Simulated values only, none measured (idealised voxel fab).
process module | voxel gate over fins
cross-section cut | 230 nm wide | cells 5 nm
A cross-section is a grid of square cells, given in bands from the top down. A band is one or more rows of cells.
Each band's line starts with the height of the band's top and of its bottom, in nm. Then come its materials from left to right, each with its width in nm. One material with "throughout" fills the band from edge to edge. "air" is empty space.
Height 0 is the level under which the wafer as received is all one material. The lowest band goes on downwards, as in "0 down".
A width such as "30 to 40" changes by the same amount from each row of cells to the next, from the band's top row to its bottom row.
"no change" after a step means that no cell of the cross-section changed.
closed voids: empty space of 8 cells or more with no open way to the top, each as width x height at its distance from the left edge, in nm
after a step's settings: what the simulator itself notes on the step
overlay nm, on a step with a mask: how far to the right of its planned place the mask lay; to the left if negative
plan
1 op RECEIVE | material Si
2 op CONFORMAL_DEP | material SiN | thk nm 5
3 op PATTERN | tone cover | mask id FINS | material resist | width nm 15 | pitch nm 60 | thk nm 20 | overlay nm 0
4 op DIRECTIONAL_ETCH | etch materials SiN | depth nm 5
5 op DIRECTIONAL_ETCH | etch materials Si | depth nm 35
6 op STRIP | etch materials resist
7 op OXIDIZE | depth nm 5
8 op FILL_DEP | material SiO2 | thk nm 15
9 op CMP | height nm 5
10 op PATTERN | tone open | mask id RAIL | material resist | width nm 15 | thk nm 20 | overlay nm 0
11 op DIRECTIONAL_ETCH | etch materials SiO2 | depth nm 35
12 op STRIP | etch materials resist
13 op CONFORMAL_DEP | material TiN | thk nm 5
14 op FILL_DEP | material Ru | thk nm 10
15 op CMP | height nm 5
16 op SELECTIVE_ETCH | etch materials W Ru TiN | depth nm 30
17 op FILL_DEP | material SiO2 | thk nm 5
18 op CMP | height nm 5
19 op SELECTIVE_ETCH | etch materials SiO2 | depth nm 20
20 op STRIP | etch materials SiN
21 op CONFORMAL_DEP | material HfO2 | thk nm 5
22 op CONFORMAL_DEP | material TiN | thk nm 5
23 op CONFORMAL_DEP | material TiAl | thk nm 5
24 op CONFORMAL_DEP | material TiN | thk nm 5
25 op FILL_DEP | material W | thk nm 15
26 op CMP | height nm 30
27 op CONFORMAL_DEP | material SiN | thk nm 10
as received, after step 1
  0 down: Si throughout
  closed voids: none
first wafer at the end, as planned
  40 to 30: SiN throughout
  30 to 20: W throughout
  20 to 15: W 60 | TiN 45 | W 15 | TiN 45 | W 65
  15 to 10: W 60 | TiN 5 | TiAl 35 | TiN 5 | W 15 | TiN 5 | TiAl 35 | TiN 5 | W 65
  10 to 5: W 60 | TiN 5 | TiAl 5 | TiN 25 | TiAl 5 | TiN 5 | W 15 | TiN 5 | TiAl 5 | TiN 25 | TiAl 5 | TiN 5 | W 65
  5 to 0: TiN 65 | TiAl 5 | TiN 5 | HfO2 15 | TiN 5 | TiAl 5 | TiN 25 | TiAl 5 | TiN 5 | HfO2 15 | TiN 5 | TiAl 5 | TiN 70
  0 to -5: TiAl 70 | TiN 5 | HfO2 5 | Si 5 | HfO2 5 | TiN 5 | TiAl 35 | TiN 5 | HfO2 5 | Si 5 | HfO2 5 | TiN 5 | TiAl 75
  -5 to -10: TiN 75 | HfO2 5 | Si 5 | HfO2 5 | TiN 45 | HfO2 5 | Si 5 | HfO2 5 | TiN 80
  -10 to -15: HfO2 80 | Si 5 | HfO2 55 | Si 5 | HfO2 85
  -15 to -25: SiO2 80 | Si 5 | SiO2 55 | Si 5 | SiO2 85
  -25 to -30: SiO2 80 | Si 5 | SiO2 20 | TiN 15 | SiO2 20 | Si 5 | SiO2 85
  -30 to -40: SiO2 80 | Si 5 | SiO2 55 | Si 5 | SiO2 85
  -40 down: Si throughout
  closed voids: none
second wafer at the end: like start, like plan, one mistake
  40 to 30: SiN throughout
  30 to 20: W throughout
  20 to 15: W 60 | TiN 45 | W 15 | TiN 45 | W 65
  15 to 10: W 60 | TiN 5 | TiAl 35 | TiN 5 | W 15 | TiN 5 | TiAl 35 | TiN 5 | W 65
  10 to 5: W 60 | TiN 5 | TiAl 5 | TiN 25 | TiAl 5 | TiN 5 | W 15 | TiN 5 | TiAl 5 | TiN 25 | TiAl 5 | TiN 5 | W 65
  5 to 0: W 60 | TiN 5 | TiAl 5 | TiN 5 | HfO2 15 | TiN 5 | TiAl 5 | TiN 5 | W 15 | TiN 5 | TiAl 5 | TiN 5 | HfO2 15 | TiN 5 | TiAl 5 | TiN 5 | W 65
  0 to -5: W 60 | TiN 5 | TiAl 5 | TiN 5 | HfO2 5 | Si 5 | HfO2 5 | TiN 5 | TiAl 5 | TiN 5 | W 15 | TiN 5 | TiAl 5 | TiN 5 | HfO2 5 | Si 5 | HfO2 5 | TiN 5 | TiAl 5 | TiN 5 | W 65
  -5 to -10: W 60 | TiN 5 | TiAl 5 | TiN 5 | HfO2 5 | Si 5 | HfO2 5 | TiN 5 | TiAl 5 | TiN 25 | TiAl 5 | TiN 5 | HfO2 5 | Si 5 | HfO2 5 | TiN 5 | TiAl 5 | TiN 5 | W 65
  -10 to -15: W 60 | TiN 5 | TiAl 5 | TiN 5 | HfO2 5 | Si 5 | HfO2 5 | TiN 5 | TiAl 35 | TiN 5 | HfO2 5 | Si 5 | HfO2 5 | TiN 5 | TiAl 5 | TiN 5 | W 65
  -15 to -20: TiN 65 | TiAl 5 | TiN 5 | HfO2 5 | Si 5 | HfO2 5 | TiN 45 | HfO2 5 | Si 5 | HfO2 5 | TiN 5 | TiAl 5 | TiN 70
  -20 to -25: TiAl 70 | TiN 5 | HfO2 5 | Si 5 | HfO2 5 | TiN 10 | HfO2 25 | TiN 10 | HfO2 5 | Si 5 | HfO2 5 | TiN 5 | TiAl 75
  -25 to -30: TiN 75 | HfO2 5 | Si 5 | HfO2 5 | TiN 10 | HfO2 5 | TiN 15 | HfO2 5 | TiN 10 | HfO2 5 | Si 5 | HfO2 5 | TiN 80
  -30 to -35: HfO2 80 | Si 5 | HfO2 25 | SiO2 5 | HfO2 25 | Si 5 | HfO2 85
  -35 to -40: SiO2 80 | Si 5 | SiO2 55 | Si 5 | SiO2 85
  -40 down: Si throughout
  closed voids: none
what went wrong: step 19 was run twice
at the end the second wafer has, in cells: 22 more of HfO2 | 172 fewer of SiO2 | 12 more of TiAl | 32 more of TiN | 106 more of W
